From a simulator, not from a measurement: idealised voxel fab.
process module | voxel tone inversion
cross-section cut | 295 nm wide | cells 5 nm
A cross-section is a grid of square cells, given in bands from the top down. A band is one or more rows of cells.
Each band's line starts with the height of the band's top and of its bottom, in nm. Then come its materials from left to right, each with its width in nm. One material with "throughout" fills the band from edge to edge. "air" is empty space.
Height 0 is the level under which the wafer as received is all one material. The lowest band goes on downwards, as in "0 down".
A width such as "30 to 40" changes by the same amount from each row of cells to the next, from the band's top row to its bottom row.
"no change" after a step means that no cell of the cross-section changed.
closed voids: empty space of 8 cells or more with no open way to the top, each as width x height at its distance from the left edge, in nm
after a step's settings: what the simulator itself notes on the step
overlay nm, on a step with a mask: how far to the right of its planned place the mask lay; to the left if negative
plan
1 op RECEIVE | material Si
2 op CONFORMAL_DEP | material SiCN | thk nm 5
3 op DIRECTIONAL_DEP | material aC | thk nm 25
4 op PATTERN | tone cover | mask id POSTS | material resist | width nm 15 | pitch nm 45 | thk nm 35 | overlay nm 0
5 op DIRECTIONAL_ETCH | etch materials aC | depth nm 25
6 op STRIP | etch materials resist
7 op FILL_DEP | material SiO2 | thk nm 5
8 op CMP | height nm 30
9 op STRIP | etch materials aC
first wafer, as planned
as received, after step 1
  0 down: Si throughout
  closed voids: none
after step 2
  5 to 0: SiCN throughout
  below 0: unchanged
after step 3
  30 to 5: aC throughout
  below 5: unchanged
after step 4
  65 to 30: air 95 | resist 15 | air 30 | resist 15 | air 30 | resist 15 | air 95
  below 30: unchanged
after step 5
  40 to 30: air 95 | resist 15 | air 30 | resist 15 | air 30 | resist 15 | air 95
  30 to 5: air 95 | aC 15 | air 30 | aC 15 | air 30 | aC 15 | air 95
  below 5: unchanged
after step 6
  30 to 5: air 95 | aC 15 | air 30 | aC 15 | air 30 | aC 15 | air 95
  below 5: unchanged
after step 7
  35 to 30: SiO2 throughout
  30 to 5: SiO2 95 | aC 15 | SiO2 30 | aC 15 | SiO2 30 | aC 15 | SiO2 95
  below 5: unchanged
after step 8
  30 to 5: SiO2 95 | aC 15 | SiO2 30 | aC 15 | SiO2 30 | aC 15 | SiO2 95
  below 5: unchanged
after step 9
  30 to 5: SiO2 95 | air 15 | SiO2 30 | air 15 | SiO2 30 | air 15 | SiO2 95
  below 5: unchanged
second wafer: like start, like plan, one mistake. Through step 7 it matches the first wafer
when step 8 should have ended
  30 to 5: SiO2 95 | aC 15 | SiO2 30 | aC 15 | SiO2 30 | aC 15 | SiO2 95
  below 5: unchanged
when step 9 should have ended
  30 to 5: SiO2 95 | air 15 | SiO2 30 | air 15 | SiO2 30 | air 15 | SiO2 95
  below 5: unchanged
what went wrong: step 8 was run twice
at the end the two cross-sections are the same: no effect in what this model computes
